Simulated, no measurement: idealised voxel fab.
Process module, titled voxel wiring stack
It is cross-section cut that appears here, measuring 245 nm in width, its square cells being 5 nm in size.
Throughout this document, each cross-section is represented as a grid of square cells and is presented as a sequence of bands enumerated from the top downward, where a band comprises one or more rows of cells. Read a band's entry like this: the first values are the height of its top and the height of its bottom in nm, and what follows is the sequence of materials from left to right, each with its width in nm. Note that "empty" is empty space, and that a single material marked "edge to edge" reaches across the band from edge to edge. For the purposes of this specification, 0 denotes the height below which the wafer in its as-received condition is composed wholly of one material, and the lowermost band, lacking a lower limit, extends downward without end, as expressed in "from 0 down". So if you see something like "30 to 40" for the width, read it as the top row of the band sitting at the first number and the bottom row at the second, with every row in between moving by the same amount as the last. Step marked "all unchanged"? Then no cell in the cross-section changed in it. So "Internal closed voids" is basically the list of trapped voids: any empty space of 8 cells or more that can't reach the top through an opening. They're written width x height at distance, the distance being from the left edge, and it's all nm. Whatever follows a step's settings on its line is a remark the simulator itself makes about that step. overlay nm: step with mask; distance mask lay right of planned place; negative value = left of planned place.

**So here's the lineup of process steps we planned**
step 1: RECEIVE,material Si
step 2: CONFORMAL_DEP,material SiO2,thk nm 10
step 3: CONFORMAL_DEP,material SiN,thk nm 5
step 4: DIRECTIONAL_DEP,material lowk,thk nm 20
step 5: PATTERN,tone open,mask id METAL_1,material resist,width nm 30,pitch nm 45,thk nm 15,overlay nm 0
step 6: DIRECTIONAL_ETCH,etch materials lowk,depth nm 20
step 7: DIRECTIONAL_ETCH,etch materials SiN,depth nm 5
step 8: STRIP,etch materials resist
step 9: CONFORMAL_DEP,material TiN,thk nm 5
step 10: FILL_DEP,material Ru,thk nm 5
step 11: CMP,height nm 35
step 12: EPI,material Ru,thk nm 5
step 13: FILL_DEP,material SiCN,thk nm 5
step 14: DIRECTIONAL_DEP,material lowk,thk nm 35
step 15: DIRECTIONAL_DEP,material aC,thk nm 10
step 16: PATTERN,tone open,mask id METAL_2,material resist,width nm 30,pitch nm 45,thk nm 25,overlay nm 0
step 17: DIRECTIONAL_ETCH,etch materials aC,depth nm 10
step 18: STRIP,etch materials resist
step 19: DIRECTIONAL_ETCH,etch materials lowk,depth nm 20
step 20: STRIP,etch materials aC
step 21: DIRECTIONAL_DEP,material aC,thk nm 10
step 22: PATTERN,tone open,mask id METAL_2_HOLES,material resist,width nm 15,thk nm 30,overlay nm 0
step 23: DIRECTIONAL_ETCH,etch materials aC,depth nm 10
step 24: STRIP,etch materials resist
step 25: DIRECTIONAL_ETCH,etch materials lowk,depth nm 15
step 26: DIRECTIONAL_ETCH,etch materials SiCN,depth nm 5
step 27: STRIP,etch materials aC
step 28: CONFORMAL_DEP,material TiN,thk nm 5
step 29: FILL_DEP,material Cu,thk nm 5
step 30: CMP,height nm 80
step 31: CONFORMAL_DEP,material SiCN,thk nm 5

**As-received state of the wafer in cross-section, equivalent to post-step 1**
	from 0 down  Si edge to edge
	Internal closed voids: none

**Looking at the first of two wafers in cross-section at end of module - ran to plan**
	from 85 to 80  SiCN edge to edge
	from 80 to 65  85 lowk, 5 TiN, 20 Cu, 5 TiN, 15 lowk, 5 TiN, 20 Cu, 5 TiN, 85 lowk
	from 65 to 60  85 lowk, 5 TiN, 5 Cu, 20 TiN, 15 lowk, 30 TiN, 85 lowk
	from 60 to 45  85 lowk, 5 TiN, 5 Cu, 5 TiN, 145 lowk
	from 45 to 40  85 SiCN, 15 TiN, 145 SiCN
	from 40 to 35  80 SiCN, 40 Ru, 5 SiCN, 40 Ru, 80 SiCN
	from 35 to 15  85 lowk, 5 TiN, 20 Ru, 5 TiN, 15 lowk, 5 TiN, 20 Ru, 5 TiN, 85 lowk
	from 15 to 10  85 SiN, 30 TiN, 15 SiN, 30 TiN, 85 SiN
	from 10 to 0  SiO2 edge to edge
	from 0 down  Si edge to edge
	Internal closed voids: none

**Wafer two, sectioned after the module: the first wafer's start, the first wafer's plan, and one mistake in how it was run**
	from 85 to 80  SiCN edge to edge
	from 80 to 65  85 lowk, 5 TiN, 20 Cu, 5 TiN, 15 lowk, 5 TiN, 20 Cu, 5 TiN, 85 lowk
	from 65 to 60  85 lowk, 5 TiN, 5 Cu, 20 TiN, 15 lowk, 30 TiN, 85 lowk
	from 60 to 45  85 lowk, 5 TiN, 5 Cu, 5 TiN, 145 lowk
	from 45 to 40  85 SiCN, 15 TiN, 145 SiCN
	from 40 to 35  80 SiCN, 40 Ru, 5 SiCN, 40 Ru, 80 SiCN
	from 35 to 20  85 lowk, 5 TiN, 20 Ru, 5 TiN, 15 lowk, 5 TiN, 20 Ru, 5 TiN, 85 lowk
	from 20 to 15  85 lowk, 30 TiN, 15 lowk, 30 TiN, 85 lowk
	from 15 to 5  SiO2 edge to edge
	from 5 to 0  SiN edge to edge
	from 0 down  Si edge to edge
	Internal closed voids: none
It is concluded that the wafer was processed incorrectly with respect to the plan, in that deviation from plan: step 3 and step 2 executed in one another's positions
Looking at both finished wafers in cells, the second ends up ahead of or behind the first on some materials: 8 fewer of Ru | 12 more of SiN | 4 fewer of TiN
